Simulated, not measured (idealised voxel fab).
Process module name: voxel spacer lines
Each square cell in cross-section cut measures 5 nm, and the section as a whole is 290 nm wide.
Think of the cross-section as a grid of square cells. We describe it in bands, top to bottom, and each band covers one or more rows of those cells.
Within each band entry, the heights of the top and of the bottom of the band appear first, in that order and in nm; the materials of the band then follow from left to right, each with its corresponding width in nm. The designation "throughout" on a single material indicates that it fills the band from edge to edge; the designation "blank" indicates empty space.
Ref level 0: as-received wafer is one material below here. Bottom band extends down with no lower bound ("0 nm and below").
Per-row width for "30->40": begins at first number (top row of band), ends at second number (bottom row), increment between rows held constant.
"same as before" (step): cross-section cells unchanged, all of them.
So "Unvented cavities" is basically the list of trapped voids: any empty space of 8 cells or more that can't reach the top through an opening. They're written width x height at distance, the distance being from the left edge, and it's all nm.
after a step's settings: what the simulator itself notes on the step
overlay nm: for a step with a mask, the amount by which the mask lay right of where it was planned; a negative amount means left of it.

This section lists the process steps that were planned:
| 1 | RECEIVE (material Si) |
| 2 | CONFORMAL_DEP (material Al2O3; thk nm 10) |
| 3 | DIRECTIONAL_DEP (material W; thk nm 10) |
| 4 | DIRECTIONAL_DEP (material polySi; thk nm 30) |
| 5 | PATTERN (tone cover; mask id MANDREL; material resist; width nm 20; pitch nm 60; thk nm 40; overlay nm 0) |
| 6 | DIRECTIONAL_ETCH (etch materials polySi; depth nm 30) |
| 7 | STRIP (etch materials resist) |
| 8 | CONFORMAL_DEP (material SiN; thk nm 10) |
| 9 | DIRECTIONAL_ETCH (etch materials SiN; depth nm 10) |
| 10 | STRIP (etch materials polySi) |
| 11 | DIRECTIONAL_ETCH (etch materials W; depth nm 10) |
| 12 | STRIP (etch materials SiN) |

Received-state cross-section, reflecting completion of step 1:
> 0 nm and below: Si throughout
> Unvented cavities: none

Cross-sectional image of the first of two wafers at the end of the module, the run having proceeded as planned:
> 20 nm to 10 nm: 95 nm blank; 10 nm W; 20 nm blank; 10 nm W; 20 nm blank; 10 nm W; 20 nm blank; 10 nm W; 95 nm blank
> 10 nm to 0 nm: Al2O3 throughout
> 0 nm and below: Si throughout
> Unvented cavities: none

This cross-section belongs to the second wafer of two at the end of the module; the start and the plan were shared with the first, and the run included one mistake:
> 20 nm to 10 nm: 105 nm blank; 20 nm W; 40 nm blank; 20 nm W; 105 nm blank
> 10 nm to 0 nm: Al2O3 throughout
> 0 nm and below: Si throughout
> Unvented cavities: none
Run error: step 5 ran differently from the plan; actual operation with settings: PATTERN (tone open; mask id MANDREL; material resist; width nm 20; pitch nm 60; thk nm 40; overlay nm 0)
Final wafers compared: equal cell tally per material, rearranged layout.
